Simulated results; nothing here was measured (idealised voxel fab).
Title: Process Module voxel tone inversion
Square cells of 5 nm make up the cross-section cut, whose width is 250 nm.
If you're reading a cross-section in this doc, picture square cells in a grid; it comes to you as bands, top ones listed first down to the bottom, and a band can be one or more rows of cells.
Quick guide to a band line: top height, bottom height (nm) up front; then every material left to right with its width in nm. Only one material and it's marked "all across"? Then it fills the band edge to edge. And "blank" just means empty space.
Basically, 0 is our baseline, since under it the wafer straight out of the box is all one material. The bottom band has no lower end and keeps on going down, so it looks like "0 and below".
Note: "30 to 40" means the width goes from the first number (top row of the band) to the second number (bottom row) in equal steps per row of cells.
The designation "changes: none", where it is given for a processing step, indicates that no cell of the cross-section was altered in the course of that step.
Closed void register: empty space of 8 cells or more with no open way to the top, each as width x height at its distance from the left edge, in nm
It should be noted that, on the line of a given step, the content following the step's settings is a remark produced by the simulator itself with respect to that step.
Steps that use a mask can have "overlay nm" on their line. It says how far the mask sat to the right of where it was meant to be. Negative means to the left.
If you're wondering how to read the rest of this, here's the deal. It's pairs of cross-sections: one from before a process step, one from after it. The after one is only drawn as far down as the lowest band that changed. Right under each pair you'll see which step sits between them and what its settings were. Don't read the pairs as one continuous story, though. They can come from different runs of this module on the same starting wafer, and a pair only carries on from the one above it where its entry headed "Before processing step" says so.

**Before processing step**
0 and below  Si all across
Closed void register: none

**Resulting Cross-Section**
5 down to 0  SiN all across
Below a height of 0, the structure has not been altered.
Closed void register: none
Between before and after as drawn above: CONFORMAL_DEP (material SiN; thk nm 5)

Before processing step: this step begins from the cross-section that the pair just above shows after its step.

**Resulting Cross-Section**
20 down to 5  polySi all across
Below a height of 5, the structure has not been altered.
Closed void register: none
Between before and after as drawn above: DIRECTIONAL_DEP (material polySi; thk nm 15)

Before processing step: this step begins from the cross-section that the pair just above shows after its step.

**Resulting Cross-Section**
40 down to 20  blank (50), resist (15), blank (30), resist (15), blank (30), resist (15), blank (30), resist (15), blank (50)
Below a height of 20, the structure has not been altered.
Closed void register: none
Between before and after as drawn above: PATTERN (tone cover; mask id POSTS; material resist; width nm 15; pitch nm 45; thk nm 20; overlay nm 0)

Before processing step: this step begins from the cross-section that the pair just above shows after its step.

**Resulting Cross-Section**
40 down to 20  blank (50), resist (15), blank (30), resist (15), blank (30), resist (15), blank (30), resist (15), blank (50)
20 down to 5  blank (50), polySi (15), blank (30), polySi (15), blank (30), polySi (15), blank (30), polySi (15), blank (50)
Below a height of 5, the structure has not been altered.
Closed void register: none
Between before and after as drawn above: DIRECTIONAL_ETCH (etch materials polySi; depth nm 15)

Before processing step: this step begins from the cross-section that the pair just above shows after its step.

**Resulting Cross-Section**
20 down to 5  blank (50), polySi (15), blank (30), polySi (15), blank (30), polySi (15), blank (30), polySi (15), blank (50)
Below a height of 5, the structure has not been altered.
Closed void register: none
Between before and after as drawn above: STRIP (etch materials resist)

Before processing step: this step begins from the cross-section that the pair just above shows after its step.

**Resulting Cross-Section**
25 down to 20  SiO2 all across
20 down to 5  SiO2 (50), polySi (15), SiO2 (30), polySi (15), SiO2 (30), polySi (15), SiO2 (30), polySi (15), SiO2 (50)
Below a height of 5, the structure has not been altered.
Closed void register: none
Between before and after as drawn above: FILL_DEP (material SiO2; thk nm 5)

Before processing step: this step begins from the cross-section that the pair just above shows after its step.

**Resulting Cross-Section**
20 down to 5  SiO2 (50), polySi (15), SiO2 (30), polySi (15), SiO2 (30), polySi (15), SiO2 (30), polySi (15), SiO2 (50)
Below a height of 5, the structure has not been altered.
Closed void register: none
Between before and after as drawn above: CMP (height nm 20)

Before processing step: this step begins from the cross-section that the pair just above shows after its step.

**Resulting Cross-Section**
20 down to 5  SiO2 (50), blank (15), SiO2 (30), blank (15), SiO2 (30), blank (15), SiO2 (30), blank (15), SiO2 (50)
Below a height of 5, the structure has not been altered.
Closed void register: none
Between before and after as drawn above: STRIP (etch materials polySi)

Before processing step: this step begins from the cross-section that the pair just above shows after its step.

**Resulting Cross-Section**
25 down to 20  TiN (55), blank (5), TiN (40), blank (5), TiN (40), blank (5), TiN (40), blank (5), TiN (55)
20 down to 10  SiO2 (50), TiN (5), blank (5), TiN (5), SiO2 (30), TiN (5), blank (5), TiN (5), SiO2 (30), TiN (5), blank (5), TiN (5), SiO2 (30), TiN (5), blank (5), TiN (5), SiO2 (50)
10 down to 5  SiO2 (50), TiN (15), SiO2 (30), TiN (15), SiO2 (30), TiN (15), SiO2 (30), TiN (15), SiO2 (50)
Below a height of 5, the structure has not been altered.
Closed void register: none
Between before and after as drawn above: CONFORMAL_DEP (material TiN; thk nm 5)

Before processing step: this step begins from the cross-section that the pair just above shows after its step.

**Resulting Cross-Section**
35 down to 25  Ru all across
25 down to 20  TiN (55), Ru (5), TiN (40), Ru (5), TiN (40), Ru (5), TiN (40), Ru (5), TiN (55)
20 down to 10  SiO2 (50), TiN (5), Ru (5), TiN (5), SiO2 (30), TiN (5), Ru (5), TiN (5), SiO2 (30), TiN (5), Ru (5), TiN (5), SiO2 (30), TiN (5), Ru (5), TiN (5), SiO2 (50)
Below a height of 10, the structure has not been altered.
Closed void register: none
Between before and after as drawn above: FILL_DEP (material Ru; thk nm 10)

Before processing step: this step begins from the cross-section that the pair just above shows after its step.

**Resulting Cross-Section**
20 down to 10  SiO2 (50), TiN (5), Ru (5), TiN (5), SiO2 (30), TiN (5), Ru (5), TiN (5), SiO2 (30), TiN (5), Ru (5), TiN (5), SiO2 (30), TiN (5), Ru (5), TiN (5), SiO2 (50)
Below a height of 10, the structure has not been altered.
Closed void register: none
Between before and after as drawn above: CMP (height nm 20)

Before processing step: this step begins from the cross-section that the pair just above shows after its step.

**Resulting Cross-Section**
25 down to 20  SiN all across
Below a height of 20, the structure has not been altered.
Closed void register: none
Between before and after as drawn above: CONFORMAL_DEP (material SiN; thk nm 5)

**Before processing step**
35 down to 25  Ru all across
25 down to 20  TiN (55), Ru (5), TiN (40), Ru (5), TiN (40), Ru (5), TiN (40), Ru (5), TiN (55)
20 down to 10  SiO2 (50), TiN (5), Ru (5), TiN (5), SiO2 (30), TiN (5), Ru (5), TiN (5), SiO2 (30), TiN (5), Ru (5), TiN (5), SiO2 (30), TiN (5), Ru (5), TiN (5), SiO2 (50)
10 down to 5  SiO2 (50), TiN (15), SiO2 (30), TiN (15), SiO2 (30), TiN (15), SiO2 (30), TiN (15), SiO2 (50)
5 down to 0  SiN all across
0 and below  Si all across
Closed void register: none

**Resulting Cross-Section**
40 down to 35  SiN all across
Below a height of 35, the structure has not been altered.
Closed void register: none
Between before and after as drawn above: CONFORMAL_DEP (material SiN; thk nm 5)

**Before processing step**
0 and below  Si all across
Closed void register: none

**Resulting Cross-Section**
15 down to 0  polySi all across
Below a height of 0, the structure has not been altered.
Closed void register: none
Between before and after as drawn above: DIRECTIONAL_DEP (material polySi; thk nm 15)

Before processing step: this step begins from the cross-section that the pair just above shows after its step.

**Resulting Cross-Section**
20 down to 15  SiN all across
Below a height of 15, the structure has not been altered.
Closed void register: none
Between before and after as drawn above: CONFORMAL_DEP (material SiN; thk nm 5)

Before processing step: this step begins from the cross-section that the pair just above shows after its step.

**Resulting Cross-Section**
40 down to 20  blank (50), resist (15), blank (30), resist (15), blank (30), resist (15), blank (30), resist (15), blank (50)
Below a height of 20, the structure has not been altered.
Closed void register: none
Between before and after as drawn above: PATTERN (tone cover; mask id POSTS; material resist; width nm 15; pitch nm 45; thk nm 20; overlay nm 0)

Before processing step: this step begins from the cross-section that the pair just above shows after its step.

**Resulting Cross-Section**
20 down to 15  SiN all across
Below a height of 15, the structure has not been altered.
Closed void register: none
Between before and after as drawn above: STRIP (etch materials resist)

Before processing step: this step begins from the cross-section that the pair just above shows after its step.

**Resulting Cross-Section**
25 down to 20  SiO2 all across
Below a height of 20, the structure has not been altered.
Closed void register: none
Between before and after as drawn above: FILL_DEP (material SiO2; thk nm 5)

Before processing step: this step begins from the cross-section that the pair just above shows after its step.

**Resulting Cross-Section**
20 down to 15  SiN all across
Below a height of 15, the structure has not been altered.
Closed void register: none
Between before and after as drawn above: CMP (height nm 20)

Before processing step: this step begins from the cross-section that the pair just above shows after its step.

**Resulting Cross-Section**
25 down to 20  TiN all across
Below a height of 20, the structure has not been altered.
Closed void register: none
Between before and after as drawn above: CONFORMAL_DEP (material TiN; thk nm 5)

Before processing step: this step begins from the cross-section that the pair just above shows after its step.

**Resulting Cross-Section**
35 down to 25  Ru all across
Below a height of 25, the structure has not been altered.
Closed void register: none
Between before and after as drawn above: FILL_DEP (material Ru; thk nm 10)

Before processing step: this step begins from the cross-section that the pair just above shows after its step.

**Resulting Cross-Section**
20 down to 15  SiN all across
Below a height of 15, the structure has not been altered.
Closed void register: none
Between before and after as drawn above: CMP (height nm 20)

Before processing step: this step begins from the cross-section that the pair just above shows after its step.

**Resulting Cross-Section**
25 down to 15  SiN all across
Below a height of 15, the structure has not been altered.
Closed void register: none
Between before and after as drawn above: CONFORMAL_DEP (material SiN; thk nm 5)

**Before processing step**
25 down to 20  SiO2 all across
20 down to 5  SiO2 (50), polySi (15), SiO2 (30), polySi (15), SiO2 (30), polySi (15), SiO2 (30), polySi (15), SiO2 (50)
5 down to 0  SiN all across
0 and below  Si all across
Closed void register: none

**Resulting Cross-Section**
15 down to 5  SiO2 (50), polySi (15), SiO2 (30), polySi (15), SiO2 (30), polySi (15), SiO2 (30), polySi (15), SiO2 (50)
Below a height of 5, the structure has not been altered.
Closed void register: none
Between before and after as drawn above: CMP (height nm 15)

Before processing step: this step begins from the cross-section that the pair just above shows after its step.

**Resulting Cross-Section**
15 down to 5  SiO2 (50), blank (15), SiO2 (30), blank (15), SiO2 (30), blank (15), SiO2 (30), blank (15), SiO2 (50)
Below a height of 5, the structure has not been altered.
Closed void register: none
Between before and after as drawn above: STRIP (etch materials polySi)

Before processing step: this step begins from the cross-section that the pair just above shows after its step.

**Resulting Cross-Section**
20 down to 15  TiN (55), blank (5), TiN (40), blank (5), TiN (40), blank (5), TiN (40), blank (5), TiN (55)
15 down to 10  SiO2 (50), TiN (5), blank (5), TiN (5), SiO2 (30), TiN (5), blank (5), TiN (5), SiO2 (30), TiN (5), blank (5), TiN (5), SiO2 (30), TiN (5), blank (5), TiN (5), SiO2 (50)
10 down to 5  SiO2 (50), TiN (15), SiO2 (30), TiN (15), SiO2 (30), TiN (15), SiO2 (30), TiN (15), SiO2 (50)
Below a height of 5, the structure has not been altered.
Closed void register: none
Between before and after as drawn above: CONFORMAL_DEP (material TiN; thk nm 5)

Before processing step: this step begins from the cross-section that the pair just above shows after its step.

**Resulting Cross-Section**
30 down to 20  Ru all across
20 down to 15  TiN (55), Ru (5), TiN (40), Ru (5), TiN (40), Ru (5), TiN (40), Ru (5), TiN (55)
15 down to 10  SiO2 (50), TiN (5), Ru (5), TiN (5), SiO2 (30), TiN (5), Ru (5), TiN (5), SiO2 (30), TiN (5), Ru (5), TiN (5), SiO2 (30), TiN (5), Ru (5), TiN (5), SiO2 (50)
Below a height of 10, the structure has not been altered.
Closed void register: none
Between before and after as drawn above: FILL_DEP (material Ru; thk nm 10)

Before processing step: this step begins from the cross-section that the pair just above shows after its step.

**Resulting Cross-Section**
20 down to 15  TiN (55), Ru (5), TiN (40), Ru (5), TiN (40), Ru (5), TiN (40), Ru (5), TiN (55)
Below a height of 15, the structure has not been altered.
Closed void register: none
Between before and after as drawn above: CMP (height nm 20)

Before processing step: this step begins from the cross-section that the pair just above shows after its step.

**Resulting Cross-Section**
25 down to 20  SiN all across
Below a height of 20, the structure has not been altered.
Closed void register: none
Between before and after as drawn above: CONFORMAL_DEP (material SiN; thk nm 5)

**Before processing step**
20 down to 5  polySi all across
5 down to 0  SiN all across
0 and below  Si all across
Closed void register: none

**Resulting Cross-Section**
40 down to 20  blank (45), resist (25), blank (20), resist (25), blank (20), resist (25), blank (20), resist (25), blank (45)
Below a height of 20, the structure has not been altered.
Closed void register: none
Between before and after as drawn above: PATTERN (tone cover; mask id POSTS; material resist; width nm 25; pitch nm 45; thk nm 20; overlay nm 0)

Before processing step: this step begins from the cross-section that the pair just above shows after its step.

**Resulting Cross-Section**
40 down to 20  blank (45), resist (25), blank (20), resist (25), blank (20), resist (25), blank (20), resist (25), blank (45)
20 down to 5  blank (45), polySi (25), blank (20), polySi (25), blank (20), polySi (25), blank (20), polySi (25), blank (45)
Below a height of 5, the structure has not been altered.
Closed void register: none
Between before and after as drawn above: DIRECTIONAL_ETCH (etch materials polySi; depth nm 15)

Before processing step: this step begins from the cross-section that the pair just above shows after its step.

**Resulting Cross-Section**
20 down to 5  blank (45), polySi (25), blank (20), polySi (25), blank (20), polySi (25), blank (20), polySi (25), blank (45)
Below a height of 5, the structure has not been altered.
Closed void register: none
Between before and after as drawn above: STRIP (etch materials resist)

Before processing step: this step begins from the cross-section that the pair just above shows after its step.

**Resulting Cross-Section**
25 down to 20  SiO2 all across
20 down to 5  SiO2 (45), polySi (25), SiO2 (20), polySi (25), SiO2 (20), polySi (25), SiO2 (20), polySi (25), SiO2 (45)
Below a height of 5, the structure has not been altered.
Closed void register: none
Between before and after as drawn above: FILL_DEP (material SiO2; thk nm 5)

Before processing step: this step begins from the cross-section that the pair just above shows after its step.

**Resulting Cross-Section**
20 down to 5  SiO2 (45), polySi (25), SiO2 (20), polySi (25), SiO2 (20), polySi (25), SiO2 (20), polySi (25), SiO2 (45)
Below a height of 5, the structure has not been altered.
Closed void register: none
Between before and after as drawn above: CMP (height nm 20)

Before processing step: this step begins from the cross-section that the pair just above shows after its step.

**Resulting Cross-Section**
20 down to 5  SiO2 (45), blank (25), SiO2 (20), blank (25), SiO2 (20), blank (25), SiO2 (20), blank (25), SiO2 (45)
Below a height of 5, the structure has not been altered.
Closed void register: none
Between before and after as drawn above: STRIP (etch materials polySi)

Before processing step: this step begins from the cross-section that the pair just above shows after its step.

**Resulting Cross-Section**
25 down to 20  TiN (50), blank (15), TiN (30), blank (15), TiN (30), blank (15), TiN (30), blank (15), TiN (50)
20 down to 10  SiO2 (45), TiN (5), blank (15), TiN (5), SiO2 (20), TiN (5), blank (15), TiN (5), SiO2 (20), TiN (5), blank (15), TiN (5), SiO2 (20), TiN (5), blank (15), TiN (5), SiO2 (45)
10 down to 5  SiO2 (45), TiN (25), SiO2 (20), TiN (25), SiO2 (20), TiN (25), SiO2 (20), TiN (25), SiO2 (45)
Below a height of 5, the structure has not been altered.
Closed void register: none
Between before and after as drawn above: CONFORMAL_DEP (material TiN; thk nm 5)

Before processing step: this step begins from the cross-section that the pair just above shows after its step.

**Resulting Cross-Section**
35 down to 25  Ru all across
25 down to 20  TiN (50), Ru (15), TiN (30), Ru (15), TiN (30), Ru (15), TiN (30), Ru (15), TiN (50)
20 down to 10  SiO2 (45), TiN (5), Ru (15), TiN (5), SiO2 (20), TiN (5), Ru (15), TiN (5), SiO2 (20), TiN (5), Ru (15), TiN (5), SiO2 (20), TiN (5), Ru (15), TiN (5), SiO2 (45)
Below a height of 10, the structure has not been altered.
Closed void register: none
Between before and after as drawn above: FILL_DEP (material Ru; thk nm 10)

Before processing step: this step begins from the cross-section that the pair just above shows after its step.

**Resulting Cross-Section**
20 down to 10  SiO2 (45), TiN (5), Ru (15), TiN (5), SiO2 (20), TiN (5), Ru (15), TiN (5), SiO2 (20), TiN (5), Ru (15), TiN (5), SiO2 (20), TiN (5), Ru (15), TiN (5), SiO2 (45)
Below a height of 10, the structure has not been altered.
Closed void register: none
Between before and after as drawn above: CMP (height nm 20)

Before processing step: this step begins from the cross-section that the pair just above shows after its step.

**Resulting Cross-Section**
25 down to 20  SiN all across
Below a height of 20, the structure has not been altered.
Closed void register: none
Between before and after as drawn above: CONFORMAL_DEP (material SiN; thk nm 5)

**Before processing step**
20 down to 5  polySi all across
5 down to 0  SiN all across
0 and below  Si all across
Closed void register: none

**Resulting Cross-Section**
40 down to 20  blank (55), resist (15), blank (30), resist (15), blank (30), resist (15), blank (30), resist (15), blank (45)
Below a height of 20, the structure has not been altered.
Closed void register: none
Between before and after as drawn above: PATTERN (tone cover; mask id POSTS; material resist; width nm 15; pitch nm 45; thk nm 20; overlay nm 5)

Before processing step: this step begins from the cross-section that the pair just above shows after its step.

**Resulting Cross-Section**
40 down to 20  blank (55), resist (15), blank (30), resist (15), blank (30), resist (15), blank (30), resist (15), blank (45)
20 down to 5  blank (55), polySi (15), blank (30), polySi (15), blank (30), polySi (15), blank (30), polySi (15), blank (45)
Below a height of 5, the structure has not been altered.
Closed void register: none
Between before and after as drawn above: DIRECTIONAL_ETCH (etch materials polySi; depth nm 15)

Before processing step: this step begins from the cross-section that the pair just above shows after its step.

**Resulting Cross-Section**
20 down to 5  blank (55), polySi (15), blank (30), polySi (15), blank (30), polySi (15), blank (30), polySi (15), blank (45)
Below a height of 5, the structure has not been altered.
Closed void register: none
Between before and after as drawn above: STRIP (etch materials resist)

Before processing step: this step begins from the cross-section that the pair just above shows after its step.

**Resulting Cross-Section**
25 down to 20  SiO2 all across
20 down to 5  SiO2 (55), polySi (15), SiO2 (30), polySi (15), SiO2 (30), polySi (15), SiO2 (30), polySi (15), SiO2 (45)
Below a height of 5, the structure has not been altered.
Closed void register: none
Between before and after as drawn above: FILL_DEP (material SiO2; thk nm 5)

Before processing step: this step begins from the cross-section that the pair just above shows after its step.

**Resulting Cross-Section**
20 down to 5  SiO2 (55), polySi (15), SiO2 (30), polySi (15), SiO2 (30), polySi (15), SiO2 (30), polySi (15), SiO2 (45)
Below a height of 5, the structure has not been altered.
Closed void register: none
Between before and after as drawn above: CMP (height nm 20)

Before processing step: this step begins from the cross-section that the pair just above shows after its step.

**Resulting Cross-Section**
20 down to 5  SiO2 (55), blank (15), SiO2 (30), blank (15), SiO2 (30), blank (15), SiO2 (30), blank (15), SiO2 (45)
Below a height of 5, the structure has not been altered.
Closed void register: none
Between before and after as drawn above: STRIP (etch materials polySi)

Before processing step: this step begins from the cross-section that the pair just above shows after its step.

**Resulting Cross-Section**
25 down to 20  TiN (60), blank (5), TiN (40), blank (5), TiN (40), blank (5), TiN (40), blank (5), TiN (50)
20 down to 10  SiO2 (55), TiN (5), blank (5), TiN (5), SiO2 (30), TiN (5), blank (5), TiN (5), SiO2 (30), TiN (5), blank (5), TiN (5), SiO2 (30), TiN (5), blank (5), TiN (5), SiO2 (45)
10 down to 5  SiO2 (55), TiN (15), SiO2 (30), TiN (15), SiO2 (30), TiN (15), SiO2 (30), TiN (15), SiO2 (45)
Below a height of 5, the structure has not been altered.
Closed void register: none
Between before and after as drawn above: CONFORMAL_DEP (material TiN; thk nm 5)

Before processing step: this step begins from the cross-section that the pair just above shows after its step.

**Resulting Cross-Section**
35 down to 25  Ru all across
25 down to 20  TiN (60), Ru (5), TiN (40), Ru (5), TiN (40), Ru (5), TiN (40), Ru (5), TiN (50)
20 down to 10  SiO2 (55), TiN (5), Ru (5), TiN (5), SiO2 (30), TiN (5), Ru (5), TiN (5), SiO2 (30), TiN (5), Ru (5), TiN (5), SiO2 (30), TiN (5), Ru (5), TiN (5), SiO2 (45)
Below a height of 10, the structure has not been altered.
Closed void register: none
Between before and after as drawn above: FILL_DEP (material Ru; thk nm 10)

Before processing step: this step begins from the cross-section that the pair just above shows after its step.

**Resulting Cross-Section**
20 down to 10  SiO2 (55), TiN (5), Ru (5), TiN (5), SiO2 (30), TiN (5), Ru (5), TiN (5), SiO2 (30), TiN (5), Ru (5), TiN (5), SiO2 (30), TiN (5), Ru (5), TiN (5), SiO2 (45)
Below a height of 10, the structure has not been altered.
Closed void register: none
Between before and after as drawn above: CMP (height nm 20)

Before processing step: this step begins from the cross-section that the pair just above shows after its step.

**Resulting Cross-Section**
25 down to 20  SiN all across
Below a height of 20, the structure has not been altered.
Closed void register: none
Between before and after as drawn above: CONFORMAL_DEP (material SiN; thk nm 5)

**Before processing step**
5 down to 0  SiN all across
0 and below  Si all across
Closed void register: none

**Resulting Cross-Section**
20 down to 5  Ru all across
Below a height of 5, the structure has not been altered.
Closed void register: none
Between before and after as drawn above: DIRECTIONAL_DEP (material Ru; thk nm 15)

Before processing step: this step begins from the cross-section that the pair just above shows after its step.

**Resulting Cross-Section**
40 down to 20  blank (50), resist (15), blank (30), resist (15), blank (30), resist (15), blank (30), resist (15), blank (50)
Below a height of 20, the structure has not been altered.
Closed void register: none
Between before and after as drawn above: PATTERN (tone cover; mask id POSTS; material resist; width nm 15; pitch nm 45; thk nm 20; overlay nm 0)

Before processing step: this step begins from the cross-section that the pair just above shows after its step.

**Resulting Cross-Section**
20 down to 5  Ru all across
Below a height of 5, the structure has not been altered.
Closed void register: none
Between before and after as drawn above: STRIP (etch materials resist)

Before processing step: this step begins from the cross-section that the pair just above shows after its step.

**Resulting Cross-Section**
25 down to 20  SiO2 all across
Below a height of 20, the structure has not been altered.
Closed void register: none
Between before and after as drawn above: FILL_DEP (material SiO2; thk nm 5)

Before processing step: this step begins from the cross-section that the pair just above shows after its step.

**Resulting Cross-Section**
20 down to 5  Ru all across
Below a height of 5, the structure has not been altered.
Closed void register: none
Between before and after as drawn above: CMP (height nm 20)

Before processing step: this step begins from the cross-section that the pair just above shows after its step.

**Resulting Cross-Section**
25 down to 20  TiN all across
Below a height of 20, the structure has not been altered.
Closed void register: none
Between before and after as drawn above: CONFORMAL_DEP (material TiN; thk nm 5)

Before processing step: this step begins from the cross-section that the pair just above shows after its step.

**Resulting Cross-Section**
35 down to 25  Ru all across
Below a height of 25, the structure has not been altered.
Closed void register: none
Between before and after as drawn above: FILL_DEP (material Ru; thk nm 10)

Before processing step: this step begins from the cross-section that the pair just above shows after its step.

**Resulting Cross-Section**
20 down to 5  Ru all across
Below a height of 5, the structure has not been altered.
Closed void register: none
Between before and after as drawn above: CMP (height nm 20)

Before processing step: this step begins from the cross-section that the pair just above shows after its step.

**Resulting Cross-Section**
25 down to 20  SiN all across
Below a height of 20, the structure has not been altered.
Closed void register: none
Between before and after as drawn above: CONFORMAL_DEP (material SiN; thk nm 5)

**Before processing step**
20 down to 5  polySi all across
5 down to 0  SiN all across
0 and below  Si all across
Closed void register: none

**Resulting Cross-Section**
40 down to 20  resist (50), blank (15), resist (30), blank (15), resist (30), blank (15), resist (30), blank (15), resist (50)
Below a height of 20, the structure has not been altered.
Closed void register: none
Between before and after as drawn above: PATTERN (tone open; mask id POSTS; material resist; width nm 15; pitch nm 45; thk nm 20; overlay nm 0)

Before processing step: this step begins from the cross-section that the pair just above shows after its step.

**Resulting Cross-Section**
40 down to 20  resist (50), blank (15), resist (30), blank (15), resist (30), blank (15), resist (30), blank (15), resist (50)
20 down to 5  polySi (50), blank (15), polySi (30), blank (15), polySi (30), blank (15), polySi (30), blank (15), polySi (50)
Below a height of 5, the structure has not been altered.
Closed void register: none
Between before and after as drawn above: DIRECTIONAL_ETCH (etch materials polySi; depth nm 15)

Before processing step: this step begins from the cross-section that the pair just above shows after its step.

**Resulting Cross-Section**
20 down to 5  polySi (50), blank (15), polySi (30), blank (15), polySi (30), blank (15), polySi (30), blank (15), polySi (50)
Below a height of 5, the structure has not been altered.
Closed void register: none
Between before and after as drawn above: STRIP (etch materials resist)

Before processing step: this step begins from the cross-section that the pair just above shows after its step.

**Resulting Cross-Section**
25 down to 20  SiO2 all across
20 down to 5  polySi (50), SiO2 (15), polySi (30), SiO2 (15), polySi (30), SiO2 (15), polySi (30), SiO2 (15), polySi (50)
Below a height of 5, the structure has not been altered.
Closed void register: none
Between before and after as drawn above: FILL_DEP (material SiO2; thk nm 5)

Before processing step: this step begins from the cross-section that the pair just above shows after its step.

**Resulting Cross-Section**
20 down to 5  polySi (50), SiO2 (15), polySi (30), SiO2 (15), polySi (30), SiO2 (15), polySi (30), SiO2 (15), polySi (50)
Below a height of 5, the structure has not been altered.
Closed void register: none
Between before and after as drawn above: CMP (height nm 20)

Before processing step: this step begins from the cross-section that the pair just above shows after its step.

**Resulting Cross-Section**
20 down to 5  blank (50), SiO2 (15), blank (30), SiO2 (15), blank (30), SiO2 (15), blank (30), SiO2 (15), blank (50)
Below a height of 5, the structure has not been altered.
Closed void register: none
Between before and after as drawn above: STRIP (etch materials polySi)

Before processing step: this step begins from the cross-section that the pair just above shows after its step.

**Resulting Cross-Section**
25 down to 20  blank (45), TiN (25), blank (20), TiN (25), blank (20), TiN (25), blank (20), TiN (25), blank (45)
20 down to 10  blank (45), TiN (5), SiO2 (15), TiN (5), blank (20), TiN (5), SiO2 (15), TiN (5), blank (20), TiN (5), SiO2 (15), TiN (5), blank (20), TiN (5), SiO2 (15), TiN (5), blank (45)
10 down to 5  TiN (50), SiO2 (15), TiN (30), SiO2 (15), TiN (30), SiO2 (15), TiN (30), SiO2 (15), TiN (50)
Below a height of 5, the structure has not been altered.
Closed void register: none
Between before and after as drawn above: CONFORMAL_DEP (material TiN; thk nm 5)

Before processing step: this step begins from the cross-section that the pair just above shows after its step.

**Resulting Cross-Section**
35 down to 25  Ru all across
25 down to 20  Ru (45), TiN (25), Ru (20), TiN (25), Ru (20), TiN (25), Ru (20), TiN (25), Ru (45)
20 down to 10  Ru (45), TiN (5), SiO2 (15), TiN (5), Ru (20), TiN (5), SiO2 (15), TiN (5), Ru (20), TiN (5), SiO2 (15), TiN (5), Ru (20), TiN (5), SiO2 (15), TiN (5), Ru (45)
Below a height of 10, the structure has not been altered.
Closed void register: none
Between before and after as drawn above: FILL_DEP (material Ru; thk nm 10)

Before processing step: this step begins from the cross-section that the pair just above shows after its step.

**Resulting Cross-Section**
20 down to 10  Ru (45), TiN (5), SiO2 (15), TiN (5), Ru (20), TiN (5), SiO2 (15), TiN (5), Ru (20), TiN (5), SiO2 (15), TiN (5), Ru (20), TiN (5), SiO2 (15), TiN (5), Ru (45)
Below a height of 10, the structure has not been altered.
Closed void register: none
Between before and after as drawn above: CMP (height nm 20)

Before processing step: this step begins from the cross-section that the pair just above shows after its step.

**Resulting Cross-Section**
25 down to 20  SiN all across
Below a height of 20, the structure has not been altered.
Closed void register: none
Between before and after as drawn above: CONFORMAL_DEP (material SiN; thk nm 5)
